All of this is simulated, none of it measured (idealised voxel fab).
Name of the process module below: voxel transistor to metal
cross-section cut | 180 nm wide | cells 5 nm
Cross-section = grid of square cells, listed top down in bands; band = one or more rows.
Within each band entry, the heights of the top and of the bottom of the band appear first, in that order and in nm; the materials of the band then follow from left to right, each with its corresponding width in nm. The designation "edge to edge" on a single material indicates that it fills the band from edge to edge; the designation "empty" indicates empty space.
Height is counted from the level 0, under which the received wafer is composed throughout of one material. The lowest of the bands is not closed at the bottom but continues downward, in the notation "0 down".
Top row gets the first number, bottom row gets the second, and each row in between changes by the same step: that is how a band width like "30 to 40" works.
Step marked "nothing was modified"? Then no cell in the cross-section changed in it.
Look at "Cavities, closed" for the closed voids: empty spaces with no open path to the top, sized 8 cells or up. Each is width x height at distance, distance from the left edge, all nm.
Past the settings on a step's line: simulator remark, on that step.
Steps that use a mask can have "overlay nm" on their line. It says how far the mask sat to the right of where it was meant to be. Negative means to the left.

PROCESS STEPS FORESEEN IN THE PLAN
| 1 | RECEIVE: material Si |
| 2 | OXIDIZE: depth nm 5 |
| 3 | CONFORMAL_DEP: material SiN, thk nm 15 |
| 4 | DIRECTIONAL_DEP: material aC, thk nm 10 |
| 5 | PATTERN: tone cover, mask id ACTIVE, material resist, width nm 100, thk nm 25, overlay nm 0 |
| 6 | DIRECTIONAL_ETCH: etch materials aC, depth nm 10 |
| 7 | STRIP: etch materials resist |
| 8 | DIRECTIONAL_ETCH: etch materials SiN, depth nm 15 |
| 9 | DIRECTIONAL_ETCH: etch materials SiO2, depth nm 5 |
| 10 | DIRECTIONAL_ETCH: etch materials Si, depth nm 30 |
| 11 | STRIP: etch materials aC |
| 12 | FILL_DEP: material SiO2, thk nm 5 |
| 13 | CMP: height nm 15 |
| 14 | SELECTIVE_ETCH: etch materials SiO2, depth nm 15 |
| 15 | STRIP: etch materials SiN |
| 16 | SELECTIVE_ETCH: etch materials SiO2, depth nm 5 |
| 17 | OXIDIZE: depth nm 5 |
| 18 | DIRECTIONAL_DEP: material polySi, thk nm 30 |
| 19 | DIRECTIONAL_DEP: material SiCN, thk nm 15 |
| 20 | PATTERN: tone cover, mask id GATE, material resist, width nm 20, thk nm 20, overlay nm 0 |
| 21 | DIRECTIONAL_ETCH: etch materials SiCN, depth nm 25 |
| 22 | DIRECTIONAL_ETCH: etch materials polySi, depth nm 40 |
| 23 | STRIP: etch materials resist |
| 24 | CONFORMAL_DEP: material SiO2, thk nm 5 |
| 25 | DIRECTIONAL_ETCH: etch materials SiO2, depth nm 5 |
| 26 | CONFORMAL_DEP: material SiN, thk nm 10 |
| 27 | DIRECTIONAL_ETCH: etch materials SiN, depth nm 10 |
| 28 | DIRECTIONAL_ETCH: etch materials SiO2, depth nm 5 |
| 29 | EPI: material SiGe, thk nm 5 |
| 30 | FILL_DEP: material SiO2, thk nm 10 |
| 31 | CMP: height nm 40 |
| 32 | DIRECTIONAL_DEP: material SiO2, thk nm 15 |
| 33 | MASKED_ETCH: tone open, mask id CONTACT, width nm 30, pitch nm 60, etch materials SiO2, depth nm 60, overlay nm 0 |
| 34 | CONFORMAL_DEP: material TiN, thk nm 5 |
| 35 | FILL_DEP: material W, thk nm 10 |
| 36 | CMP: height nm 55 |
| 37 | CONFORMAL_DEP: material SiCN, thk nm 5 |
| 38 | DIRECTIONAL_DEP: material lowk, thk nm 20 |
| 39 | MASKED_ETCH: tone open, mask id METAL_1, width nm 15, pitch nm 75, etch materials lowk, depth nm 20, overlay nm 0 |
| 40 | MASKED_ETCH: tone open, mask id METAL_1, width nm 15, pitch nm 75, etch materials SiCN, depth nm 5, overlay nm 0 |
| 41 | CONFORMAL_DEP: material TiN, thk nm 5 |
| 42 | FILL_DEP: material Cu, thk nm 5 |
| 43 | CMP: height nm 80 |
| 44 | EPI: material Ru, thk nm 5 |
| 45 | FILL_DEP: material SiCN, thk nm 5 |
| 46 | DIRECTIONAL_DEP: material lowk, thk nm 30 |
| 47 | MASKED_ETCH: tone open, mask id METAL_2, width nm 15, pitch nm 75, etch materials lowk, depth nm 15, overlay nm 0 |
| 48 | PATTERN: tone open, mask id METAL_2_HOLES, material resist, width nm 15, pitch nm 75, thk nm 20, overlay nm 0 |
| 49 | DIRECTIONAL_ETCH: etch materials lowk, depth nm 15 |
| 50 | DIRECTIONAL_ETCH: etch materials SiCN, depth nm 5 |
| 51 | STRIP: etch materials resist |
| 52 | CONFORMAL_DEP: material TiN, thk nm 5 |
| 53 | FILL_DEP: material Cu, thk nm 10 |
| 54 | CMP: height nm 120 |
| 55 | CONFORMAL_DEP: material SiCN, thk nm 5 |
Wafers differ in width nm at step 47; plan lists the first wafer's value; identical starting state.

AS-RECEIVED CROSS-SECTION, FIRST OF SEVERAL WAFERS, POST STEP 1
> 0 down  Si edge to edge
> Cavities, closed: none

THE FIRST OF SEVERAL WAFERS, SEEN IN CROSS-SECTION AFTER THE MODULE'S LAST STEP, STEP 55
> 125 to 120  SiCN edge to edge
> 120 to 90  lowk 45 nm, TiN 5 nm, Cu 5 nm, TiN 5 nm, lowk 60 nm, TiN 5 nm, Cu 5 nm, TiN 5 nm, lowk 45 nm
> 90 to 85  SiCN 45 nm, TiN 15 nm, SiCN 60 nm, TiN 15 nm, SiCN 45 nm
> 85 to 80  SiCN 40 nm, Ru 25 nm, SiCN 50 nm, Ru 25 nm, SiCN 40 nm
> 80 to 60  lowk 45 nm, TiN 5 nm, Cu 5 nm, TiN 5 nm, lowk 60 nm, TiN 5 nm, Cu 5 nm, TiN 5 nm, lowk 45 nm
> 60 to 55  SiCN 45 nm, TiN 15 nm, SiCN 60 nm, TiN 15 nm, SiCN 45 nm
> 55 to 45  SiO2 45 nm, TiN 5 nm, W 20 nm, TiN 5 nm, SiO2 30 nm, TiN 5 nm, W 20 nm, TiN 5 nm, SiO2 45 nm
> 45 to 40  SiO2 45 nm, TiN 5 nm, W 10 nm, TiN 15 nm, SiO2 30 nm, TiN 15 nm, W 10 nm, TiN 5 nm, SiO2 45 nm
> 40 to 25  SiO2 45 nm, TiN 5 nm, W 10 nm, TiN 5 nm, SiN 10 nm, SiO2 5 nm, SiCN 20 nm, SiO2 5 nm, SiN 10 nm, TiN 5 nm, W 10 nm, TiN 5 nm, SiO2 45 nm
> 25 to 0  SiO2 45 nm, TiN 5 nm, W 10 nm, TiN 5 nm, SiN 10 nm, SiO2 5 nm, polySi 20 nm, SiO2 5 nm, SiN 10 nm, TiN 5 nm, W 10 nm, TiN 5 nm, SiO2 45 nm
> 0 to -5  SiO2 45 nm, TiN 20 nm, SiN 10 nm, SiO2 5 nm, polySi 20 nm, SiO2 5 nm, SiN 10 nm, TiN 20 nm, SiO2 45 nm
> -5 to -10  SiO2 35 nm, SiGe 30 nm, SiO2 50 nm, SiGe 30 nm, SiO2 35 nm
> -10 to -35  SiO2 40 nm, Si 100 nm, SiO2 40 nm
> -35 down  Si edge to edge
> Cavities, closed: none

AT THE END OF THE MODULE, THE LAST OF SEVERAL WAFERS IN CROSS-SECTION
> 125 to 120  SiCN edge to edge
> 120 to 110  lowk 40 nm, TiN 5 nm, Cu 20 nm, TiN 5 nm, lowk 45 nm, TiN 5 nm, Cu 20 nm, TiN 5 nm, lowk 35 nm
> 110 to 105  lowk 40 nm, TiN 10 nm, Cu 5 nm, TiN 15 nm, lowk 45 nm, TiN 10 nm, Cu 5 nm, TiN 15 nm, lowk 35 nm
> 105 to 90  lowk 45 nm, TiN 5 nm, Cu 5 nm, TiN 5 nm, lowk 60 nm, TiN 5 nm, Cu 5 nm, TiN 5 nm, lowk 45 nm
> 90 to 85  SiCN 45 nm, TiN 15 nm, SiCN 60 nm, TiN 15 nm, SiCN 45 nm
> 85 to 80  SiCN 40 nm, Ru 25 nm, SiCN 50 nm, Ru 25 nm, SiCN 40 nm
> 80 to 60  lowk 45 nm, TiN 5 nm, Cu 5 nm, TiN 5 nm, lowk 60 nm, TiN 5 nm, Cu 5 nm, TiN 5 nm, lowk 45 nm
> 60 to 55  SiCN 45 nm, TiN 15 nm, SiCN 60 nm, TiN 15 nm, SiCN 45 nm
> 55 to 45  SiO2 45 nm, TiN 5 nm, W 20 nm, TiN 5 nm, SiO2 30 nm, TiN 5 nm, W 20 nm, TiN 5 nm, SiO2 45 nm
> 45 to 40  SiO2 45 nm, TiN 5 nm, W 10 nm, TiN 15 nm, SiO2 30 nm, TiN 15 nm, W 10 nm, TiN 5 nm, SiO2 45 nm
> 40 to 25  SiO2 45 nm, TiN 5 nm, W 10 nm, TiN 5 nm, SiN 10 nm, SiO2 5 nm, SiCN 20 nm, SiO2 5 nm, SiN 10 nm, TiN 5 nm, W 10 nm, TiN 5 nm, SiO2 45 nm
> 25 to 0  SiO2 45 nm, TiN 5 nm, W 10 nm, TiN 5 nm, SiN 10 nm, SiO2 5 nm, polySi 20 nm, SiO2 5 nm, SiN 10 nm, TiN 5 nm, W 10 nm, TiN 5 nm, SiO2 45 nm
> 0 to -5  SiO2 45 nm, TiN 20 nm, SiN 10 nm, SiO2 5 nm, polySi 20 nm, SiO2 5 nm, SiN 10 nm, TiN 20 nm, SiO2 45 nm
> -5 to -10  SiO2 35 nm, SiGe 30 nm, SiO2 50 nm, SiGe 30 nm, SiO2 35 nm
> -10 to -35  SiO2 40 nm, Si 100 nm, SiO2 40 nm
> -35 down  Si edge to edge
> Cavities, closed: none

TAKE ANY ROW AND YOU HAVE A WAFER AT THE END OF THE MODULE: HOW MANY CELLS OF EACH MATERIAL IT HAS GAINED (+) OR LOST (-) SINCE IT WAS RECEIVED, AND THEN ITS CLOSED VOIDS
width nm 15, +20 Cu, +10 Ru, -152 Si, +134 SiCN, +12 SiGe, +36 SiN, +356 SiO2, +108 TiN, +52 W, +300 lowk, +24 polySi, Cavities, closed: none
width nm 20, +24 Cu, +10 Ru, -152 Si, +134 SiCN, +12 SiGe, +36 SiN, +356 SiO2, +110 TiN, +52 W, +294 lowk, +24 polySi, Cavities, closed: none
width nm 25, +28 Cu, +10 Ru, -152 Si, +134 SiCN, +12 SiGe, +36 SiN, +356 SiO2, +112 TiN, +52 W, +288 lowk, +24 polySi, Cavities, closed: none
width nm 30, +32 Cu, +10 Ru, -152 Si, +134 SiCN, +12 SiGe, +36 SiN, +356 SiO2, +114 TiN, +52 W, +282 lowk, +24 polySi, Cavities, closed: none
